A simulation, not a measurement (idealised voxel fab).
The following process module bears the name voxel wiring stack.
Square cell edge 5 nm, section width 235 nm, ID cut.
Cross-section, as written here: a square-cell grid given band by band from the top down, where a band holds one or more rows of cells. Band: top height; bottom height; in nm. Then, left to right: material with width in nm, for each material. "full width": a single material spanning edge to edge. "blank": empty space. Measure heights from 0. That's the level where, below it, the as-received wafer is all one material. The lowest band is bottomless and extends downward; write it as in "0 down". With a width like "30..40", each row of cells in the band differs from the next by the same amount, the top row carrying the first number and the bottom row the second. Step marked "no modification"? Then no cell in the cross-section changed in it. Closed-off voids of 8+ cells (no open route to the top) go in "Enclosed cavities", written width x height at distance from the left edge, in nm. Post-settings text on a step line: simulator's own remark regarding the step. overlay nm: step with mask; distance mask lay right of planned place; negative value = left of planned place.

## Listed below are the process steps as planned
1 RECEIVE (material Si)
2 CONFORMAL_DEP (material SiO2; thk nm 15)
3 DIRECTIONAL_DEP (material TiN; thk nm 5)
4 DIRECTIONAL_DEP (material W; thk nm 25)
5 PATTERN (tone cover; mask id METAL_1; material resist; width nm 20; pitch nm 40; thk nm 15; overlay nm 0)
6 DIRECTIONAL_ETCH (etch materials W; depth nm 25)
7 DIRECTIONAL_ETCH (etch materials TiN; depth nm 5)
8 STRIP (etch materials resist)
9 FILL_DEP (material lowk; thk nm 5)
10 CMP (height nm 45)
11 CONFORMAL_DEP (material SiCN; thk nm 5)
12 DIRECTIONAL_DEP (material SiO2; thk nm 15)
13 PATTERN (tone open; mask id PLUG_1; material resist; width nm 15; pitch nm 40; thk nm 20; overlay nm 0)
14 DIRECTIONAL_ETCH (etch materials SiO2; depth nm 15)
15 DIRECTIONAL_ETCH (etch materials SiCN; depth nm 5)
16 STRIP (etch materials resist)
17 CONFORMAL_DEP (material TiN; thk nm 5)
18 FILL_DEP (material W; thk nm 10)
19 CMP (height nm 65)
20 CONFORMAL_DEP (material SiCN; thk nm 5)
21 DIRECTIONAL_DEP (material SiO2; thk nm 20)
22 PATTERN (tone open; mask id METAL_2; material resist; width nm 20; pitch nm 40; thk nm 15; overlay nm 0)
23 DIRECTIONAL_ETCH (etch materials SiO2; depth nm 20)
24 DIRECTIONAL_ETCH (etch materials SiCN; depth nm 5)
25 STRIP (etch materials resist)
26 CONFORMAL_DEP (material TiN; thk nm 5)
27 FILL_DEP (material Cu; thk nm 10)
28 CMP (height nm 90)
29 EPI (material Ru; thk nm 5)
30 FILL_DEP (material SiCN; thk nm 5)
31 DIRECTIONAL_DEP (material lowk; thk nm 30)
32 PATTERN (tone open; mask id METAL_3; material resist; width nm 20; pitch nm 40; thk nm 20; overlay nm 0)
33 DIRECTIONAL_ETCH (etch materials lowk; depth nm 20)
34 STRIP (etch materials resist)
35 DIRECTIONAL_DEP (material aC; thk nm 10)
36 PATTERN (tone open; mask id METAL_3_HOLES; material resist; width nm 15; thk nm 25; overlay nm 0)
37 DIRECTIONAL_ETCH (etch materials aC; depth nm 10)
38 STRIP (etch materials resist)
39 DIRECTIONAL_ETCH (etch materials lowk; depth nm 10)
40 DIRECTIONAL_ETCH (etch materials SiCN; depth nm 5)
41 STRIP (etch materials aC)
42 CONFORMAL_DEP (material TiN; thk nm 5)
43 FILL_DEP (material Ru; thk nm 5)
44 CMP (height nm 130)
45 CONFORMAL_DEP (material SiCN; thk nm 5)
46 DIRECTIONAL_DEP (material lowk; thk nm 10)
47 DIRECTIONAL_DEP (material aC; thk nm 10)
48 PATTERN (tone open; mask id PLUG_3; material resist; width nm 15; pitch nm 40; thk nm 25; overlay nm 0)
49 DIRECTIONAL_ETCH (etch materials aC; depth nm 10)
50 STRIP (etch materials resist)
51 DIRECTIONAL_ETCH (etch materials lowk; depth nm 10)
52 DIRECTIONAL_ETCH (etch materials SiCN; depth nm 5)
53 STRIP (etch materials aC)
54 CONFORMAL_DEP (material TiN; thk nm 5)
55 FILL_DEP (material Cu; thk nm 5)
56 CMP (height nm 145)
57 DIRECTIONAL_DEP (material TiN; thk nm 5)
58 DIRECTIONAL_DEP (material Ru; thk nm 15)
59 DIRECTIONAL_DEP (material aC; thk nm 10)
60 PATTERN (tone cover; mask id METAL_4; material resist; width nm 20; pitch nm 40; thk nm 30; overlay nm 0)
61 DIRECTIONAL_ETCH (etch materials aC; depth nm 10)
62 STRIP (etch materials resist)
63 DIRECTIONAL_ETCH (etch materials Ru; depth nm 15)
64 DIRECTIONAL_ETCH (etch materials TiN; depth nm 5)
65 STRIP (etch materials aC)
66 CONFORMAL_DEP (material SiN; thk nm 5)
67 FILL_DEP (material SiO2; thk nm 10)
68 CMP (height nm 165)
69 CONFORMAL_DEP (material SiCN; thk nm 5)

## Incoming wafer in cross-section (state: after step 1)
> 0 down = Si full width
> Enclosed cavities: none

## Cross-sectional image of the first of two wafers at the end of the module, the run having proceeded as planned
> 170 to 165 = SiCN full width
> 165 to 150 = 80 of SiO2 / 5 of SiN / 20 of Ru / 5 of SiN / 10 of SiO2 / 5 of SiN / 20 of Ru / 5 of SiN / 85 of SiO2
> 150 to 145 = 85 of SiN / 20 of TiN / 20 of SiN / 20 of TiN / 90 of SiN
> 145 to 135 = 85 of lowk / 5 of TiN / 5 of Cu / 5 of TiN / 25 of lowk / 5 of TiN / 5 of Cu / 5 of TiN / 95 of lowk
> 135 to 130 = 85 of SiCN / 15 of TiN / 25 of SiCN / 15 of TiN / 95 of SiCN
> 130 to 115 = 85 of lowk / 5 of TiN / 10 of Ru / 5 of TiN / 20 of lowk / 5 of TiN / 10 of Ru / 5 of TiN / 90 of lowk
> 115 to 110 = 85 of lowk / 5 of TiN / 5 of Ru / 10 of TiN / 20 of lowk / 20 of TiN / 90 of lowk
> 110 to 100 = 85 of lowk / 5 of TiN / 5 of Ru / 5 of TiN / 135 of lowk
> 100 to 95 = 85 of SiCN / 15 of TiN / 135 of SiCN
> 95 to 90 = 80 of SiCN / 30 of Ru / 10 of SiCN / 30 of Ru / 85 of SiCN
> 90 to 70 = 85 of SiO2 / 5 of TiN / 10 of Cu / 5 of TiN / 20 of SiO2 / 5 of TiN / 10 of Cu / 5 of TiN / 90 of SiO2
> 70 to 65 = 85 of SiCN / 20 of TiN / 20 of SiCN / 20 of TiN / 90 of SiCN
> 65 to 50 = 85 of SiO2 / 5 of TiN / 5 of W / 5 of TiN / 25 of SiO2 / 5 of TiN / 5 of W / 5 of TiN / 95 of SiO2
> 50 to 45 = 85 of SiCN / 15 of TiN / 25 of SiCN / 15 of TiN / 95 of SiCN
> 45 to 20 = 85 of lowk / 20 of W / 20 of lowk / 20 of W / 90 of lowk
> 20 to 15 = 85 of lowk / 20 of TiN / 20 of lowk / 20 of TiN / 90 of lowk
> 15 to 0 = SiO2 full width
> 0 down = Si full width
> Enclosed cavities: none

## This is the second of the two wafers, cross-sectioned at the end of the module; it started exactly like the first and was given the same plan, but it was run with one mistake
> 170 to 165 = SiCN full width
> 165 to 150 = 85 of Ru / 5 of SiN / 10 of SiO2 / 5 of SiN / 20 of Ru / 5 of SiN / 10 of SiO2 / 5 of SiN / 90 of Ru
> 150 to 145 = 85 of TiN / 20 of SiN / 20 of TiN / 20 of SiN / 90 of TiN
> 145 to 135 = 85 of lowk / 5 of TiN / 5 of Cu / 5 of TiN / 25 of lowk / 5 of TiN / 5 of Cu / 5 of TiN / 95 of lowk
> 135 to 130 = 85 of SiCN / 15 of TiN / 25 of SiCN / 15 of TiN / 95 of SiCN
> 130 to 115 = 85 of lowk / 5 of TiN / 10 of Ru / 5 of TiN / 20 of lowk / 5 of TiN / 10 of Ru / 5 of TiN / 90 of lowk
> 115 to 110 = 85 of lowk / 5 of TiN / 5 of Ru / 10 of TiN / 20 of lowk / 20 of TiN / 90 of lowk
> 110 to 100 = 85 of lowk / 5 of TiN / 5 of Ru / 5 of TiN / 135 of lowk
> 100 to 95 = 85 of SiCN / 15 of TiN / 135 of SiCN
> 95 to 90 = 80 of SiCN / 30 of Ru / 10 of SiCN / 30 of Ru / 85 of SiCN
> 90 to 70 = 85 of SiO2 / 5 of TiN / 10 of Cu / 5 of TiN / 20 of SiO2 / 5 of TiN / 10 of Cu / 5 of TiN / 90 of SiO2
> 70 to 65 = 85 of SiCN / 20 of TiN / 20 of SiCN / 20 of TiN / 90 of SiCN
> 65 to 50 = 85 of SiO2 / 5 of TiN / 5 of W / 5 of TiN / 25 of SiO2 / 5 of TiN / 5 of W / 5 of TiN / 95 of SiO2
> 50 to 45 = 85 of SiCN / 15 of TiN / 25 of SiCN / 15 of TiN / 95 of SiCN
> 45 to 20 = 85 of lowk / 20 of W / 20 of lowk / 20 of W / 90 of lowk
> 20 to 15 = 85 of lowk / 20 of TiN / 20 of lowk / 20 of TiN / 90 of lowk
> 15 to 0 = SiO2 full width
> 0 down = Si full width
> Enclosed cavities: none
So what did we get wrong on this run? step 60 ran as: PATTERN (tone open; mask id METAL_4; material resist; width nm 20; pitch nm 40; thk nm 30; overlay nm 0)
End of process, cell counts, second wafer against first, materials with more or fewer: Ru: 93 more, SiN: 31 fewer, SiO2: 93 fewer, TiN: 31 more
